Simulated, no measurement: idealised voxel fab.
A process module follows: voxel double patterning.
175 nm wide, 5 nm square cells: that's cross-section cut.
A cross-section is written here as square cells arranged in a grid, and it is given in bands from the top down, each band taking up one or more rows of cells. Each band's line starts with the height of the band's top and of its bottom, in nm. Then come its materials from left to right, each with its width in nm. One material with "all across" fills the band from edge to edge. "air" is empty space. Counting heights begins at 0, where everything beneath is, in the wafer as received, one material. The lowest band has no bottom; it goes on downwards, as "0 and below" shows. Think of "30->40" as a width that walks from the first number to the second as you go down the band, top row to bottom row, taking equal-sized steps from row to row. Take "no alteration" at face value: in the step it is given for, the cross-section changed in none of its cells. Closed void inventory: empty space of 8 cells or more with no open way to the top, each as width x height at its distance from the left edge, in nm. Anything after a step's settings on that line? It's the simulator's own note about the step. The optional step-line setting "overlay nm" applies to steps with a mask and quantifies how far to the right of its planned location the mask lay, a negative value indicating leftward placement.

**Set out below are the planned steps of the process**
1,RECEIVE | material Si
2,CONFORMAL_DEP | material SiN | thk nm 10
3,DIRECTIONAL_DEP | material SiO2 | thk nm 15
4,DIRECTIONAL_DEP | material SiCN | thk nm 10
5,DIRECTIONAL_DEP | material aC | thk nm 10
6,PATTERN | tone open | mask id FIRST | material resist | width nm 15 | pitch nm 50 | thk nm 30 | overlay nm 0
7,DIRECTIONAL_ETCH | etch materials aC | depth nm 10
8,STRIP | etch materials resist
9,DIRECTIONAL_ETCH | etch materials SiCN | depth nm 10
10,STRIP | etch materials aC
11,MASKED_ETCH | tone open | mask id SECOND | width nm 15 | pitch nm 50 | etch materials SiCN | depth nm 10 | overlay nm 0
12,DIRECTIONAL_ETCH | etch materials SiO2 | depth nm 15
13,STRIP | etch materials SiCN

**Received-state cross-section, reflecting completion of step 1**
0 and below = Si all across
Closed void inventory: none

**Sectioned view, first of two wafers, at the close of the module, processed as intended in the plan**
25 down to 10 = SiO2 30 | air 15 | SiO2 10 | air 15 | SiO2 10 | air 15 | SiO2 10 | air 15 | SiO2 10 | air 15 | SiO2 30
10 down to 0 = SiN all across
0 and below = Si all across
Closed void inventory: none

**Wafer two cross-section, module end. Start and plan unchanged from wafer one; one mistake made during the run**
40 down to 25 = SiO2 30 | air 15 | SiO2 10 | air 15 | SiO2 10 | air 15 | SiO2 10 | air 15 | SiO2 10 | air 15 | SiO2 30
25 down to 10 = SiO2 all across
10 down to 0 = SiN all across
0 and below = Si all across
Closed void inventory: none
Plan not followed: yeah, plan step 3 got run twice
It is noted that, at the conclusion of processing, the second wafer exhibits a higher or lower cell count for certain materials relative to the first: +105 SiO2
